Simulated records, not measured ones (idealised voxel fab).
process module | voxel air gaps
Displayed cross-section: cut, width of 190 nm, square cells sized 5 nm.
Cross-sections here: square-cell grids, written as top-down lists of bands, a band being one or more rows of cells.
Within each band entry, the heights of the top and of the bottom of the band appear first, in that order and in nm; the materials of the band then follow from left to right, each with its corresponding width in nm. The designation "everywhere" on a single material indicates that it fills the band from edge to edge; the designation "air" indicates empty space.
The reference from which all heights are counted is 0, the level beneath which the as-received wafer is entirely one material; the lowest band, having no lower bound, proceeds downward and is written after the example "0 down".
The expression "30 to 40" gives the width at the extremes of the band, the first number at its top row of cells and the second at its bottom row, with the width changing by equal amounts from each row to the next in between.
For the purposes of this document, the phrase "remains unaltered" attached to a step denotes that no cell within the cross-section was modified by that step.
Reported under the label "Closed empty spaces" are the empty spaces having no open way to the top and comprising 8 cells or more; the notation for each is width x height at distance, in which the distance is measured from the left edge and all three values are in nm.
Read whatever lies past the settings on a step's line as the simulator's own remark about the step.
overlay nm, on a step with a mask: how far to the right of its planned place the mask lay; to the left if negative
This section lists the process steps that were planned:
| 1 | op RECEIVE | material Si |
| 2 | op CONFORMAL_DEP | material SiO2 | thk nm 15 |
| 3 | op CONFORMAL_DEP | material SiCN | thk nm 5 |
| 4 | op DIRECTIONAL_DEP | material SiO2 | thk nm 30 |
| 5 | op PATTERN | tone open | mask id LINES | material resist | width nm 15 | pitch nm 45 | thk nm 20 | overlay nm 0 |
| 6 | op DIRECTIONAL_ETCH | etch materials SiO2 | depth nm 30 |
| 7 | op STRIP | etch materials resist |
| 8 | op CONFORMAL_DEP | material TiN | thk nm 5 |
| 9 | op FILL_DEP | material W | thk nm 5 |
| 10 | op CMP | height nm 50 |
| 11 | op EPI | material Ru | thk nm 10 |
| 12 | op SELECTIVE_ETCH | etch materials SiO2 | depth nm 40 |
| 13 | op CONFORMAL_DEP | material SiCN | thk nm 5 |
The following pertains to the first of two wafers, which was processed as planned:
Delivered wafer in cross-section: state after step 1:
	0 down = Si everywhere
	Closed empty spaces: none
Wafer section view after processing step 2:
	15 to 0 = SiO2 everywhere
	Rest of section, below 0: as before.
Wafer section view after processing step 3:
	20 to 15 = SiCN everywhere
	Rest of section, below 15: as before.
Wafer section view after processing step 4:
	50 to 20 = SiO2 everywhere
	Rest of section, below 20: as before.
Wafer section view after processing step 5:
	70 to 50 = resist 40 / air 15 / resist 30 / air 15 / resist 30 / air 15 / resist 45
	Rest of section, below 50: as before.
Wafer section view after processing step 6:
	70 to 50 = resist 40 / air 15 / resist 30 / air 15 / resist 30 / air 15 / resist 45
	50 to 20 = SiO2 40 / air 15 / SiO2 30 / air 15 / SiO2 30 / air 15 / SiO2 45
	Rest of section, below 20: as before.
Wafer section view after processing step 7:
	50 to 20 = SiO2 40 / air 15 / SiO2 30 / air 15 / SiO2 30 / air 15 / SiO2 45
	Rest of section, below 20: as before.
Wafer section view after processing step 8:
	55 to 50 = TiN 45 / air 5 / TiN 40 / air 5 / TiN 40 / air 5 / TiN 50
	50 to 25 = SiO2 40 / TiN 5 / air 5 / TiN 5 / SiO2 30 / TiN 5 / air 5 / TiN 5 / SiO2 30 / TiN 5 / air 5 / TiN 5 / SiO2 45
	25 to 20 = SiO2 40 / TiN 15 / SiO2 30 / TiN 15 / SiO2 30 / TiN 15 / SiO2 45
	Rest of section, below 20: as before.
Wafer section view after processing step 9:
	60 to 55 = W everywhere
	55 to 50 = TiN 45 / W 5 / TiN 40 / W 5 / TiN 40 / W 5 / TiN 50
	50 to 25 = SiO2 40 / TiN 5 / W 5 / TiN 5 / SiO2 30 / TiN 5 / W 5 / TiN 5 / SiO2 30 / TiN 5 / W 5 / TiN 5 / SiO2 45
	Rest of section, below 25: as before.
Wafer section view after processing step 10:
	50 to 25 = SiO2 40 / TiN 5 / W 5 / TiN 5 / SiO2 30 / TiN 5 / W 5 / TiN 5 / SiO2 30 / TiN 5 / W 5 / TiN 5 / SiO2 45
	Rest of section, below 25: as before.
Wafer section view after processing step 11:
	60 to 50 = air 30 / Ru 35 / air 10 / Ru 35 / air 10 / Ru 35 / air 35
	Rest of section, below 50: as before.
Wafer section view after processing step 12:
	60 to 50 = air 30 / Ru 35 / air 10 / Ru 35 / air 10 / Ru 35 / air 35
	50 to 25 = air 40 / TiN 5 / W 5 / TiN 5 / air 30 / TiN 5 / W 5 / TiN 5 / air 30 / TiN 5 / W 5 / TiN 5 / air 45
	25 to 20 = air 40 / TiN 15 / air 30 / TiN 15 / air 30 / TiN 15 / air 45
	Rest of section, below 20: as before.
Wafer section view after processing step 13:
	65 to 60 = air 25 / SiCN 135 / air 30
	60 to 50 = air 25 / SiCN 5 / Ru 35 / SiCN 10 / Ru 35 / SiCN 10 / Ru 35 / SiCN 5 / air 30
	50 to 45 = air 25 / SiCN 15 / TiN 5 / W 5 / TiN 5 / SiCN 30 / TiN 5 / W 5 / TiN 5 / SiCN 30 / TiN 5 / W 5 / TiN 5 / SiCN 15 / air 30
	45 to 25 = air 35 / SiCN 5 / TiN 5 / W 5 / TiN 5 / SiCN 5 / air 20 / SiCN 5 / TiN 5 / W 5 / TiN 5 / SiCN 5 / air 20 / SiCN 5 / TiN 5 / W 5 / TiN 5 / SiCN 5 / air 40
	25 to 20 = SiCN 40 / TiN 15 / SiCN 30 / TiN 15 / SiCN 30 / TiN 15 / SiCN 45
	Rest of section, below 20: as before.
	Closed empty spaces: 20 x 20 at 60; 20 x 20 at 105
Here the second wafer is described. Its start and its plan were those of the first wafer. Its run contained one mistake. Up to and including step 2, it did exactly what the first wafer did:
Cross-section of the second wafer corresponding to the planned conclusion of step 3: remains unaltered
Cross-section of the second wafer corresponding to the planned conclusion of step 4:
	45 to 0 = SiO2 everywhere
	Rest of section, below 0: as before.
Cross-section of the second wafer corresponding to the planned conclusion of step 5:
	65 to 45 = resist 40 / air 15 / resist 30 / air 15 / resist 30 / air 15 / resist 45
	Rest of section, below 45: as before.
Cross-section of the second wafer corresponding to the planned conclusion of step 6:
	65 to 45 = resist 40 / air 15 / resist 30 / air 15 / resist 30 / air 15 / resist 45
	45 to 15 = SiO2 40 / air 15 / SiO2 30 / air 15 / SiO2 30 / air 15 / SiO2 45
	Rest of section, below 15: as before.
Cross-section of the second wafer corresponding to the planned conclusion of step 7:
	45 to 15 = SiO2 40 / air 15 / SiO2 30 / air 15 / SiO2 30 / air 15 / SiO2 45
	Rest of section, below 15: as before.
Cross-section of the second wafer corresponding to the planned conclusion of step 8:
	50 to 45 = TiN 45 / air 5 / TiN 40 / air 5 / TiN 40 / air 5 / TiN 50
	45 to 20 = SiO2 40 / TiN 5 / air 5 / TiN 5 / SiO2 30 / TiN 5 / air 5 / TiN 5 / SiO2 30 / TiN 5 / air 5 / TiN 5 / SiO2 45
	20 to 15 = SiO2 40 / TiN 15 / SiO2 30 / TiN 15 / SiO2 30 / TiN 15 / SiO2 45
	Rest of section, below 15: as before.
Cross-section of the second wafer corresponding to the planned conclusion of step 9:
	55 to 50 = W everywhere
	50 to 45 = TiN 45 / W 5 / TiN 40 / W 5 / TiN 40 / W 5 / TiN 50
	45 to 20 = SiO2 40 / TiN 5 / W 5 / TiN 5 / SiO2 30 / TiN 5 / W 5 / TiN 5 / SiO2 30 / TiN 5 / W 5 / TiN 5 / SiO2 45
	Rest of section, below 20: as before.
Cross-section of the second wafer corresponding to the planned conclusion of step 10:
	50 to 45 = TiN 45 / W 5 / TiN 40 / W 5 / TiN 40 / W 5 / TiN 50
	Rest of section, below 45: as before.
Cross-section of the second wafer corresponding to the planned conclusion of step 11:
	60 to 50 = Ru everywhere
	Rest of section, below 50: as before.
Cross-section of the second wafer corresponding to the planned conclusion of step 12: remains unaltered
Cross-section of the second wafer corresponding to the planned conclusion of step 13:
	65 to 60 = SiCN everywhere
	Rest of section, below 60: as before.
Nonconformance to the process plan: heads up, step 3 of the plan was skipped and never actually ran
Cell-count delta at end, second wafer over first, by material: +34 Ru, -110 SiCN, +174 SiO2, +35 TiN, +3 W
Final count of closed voids per wafer: 2 in the first, 0 in the second.
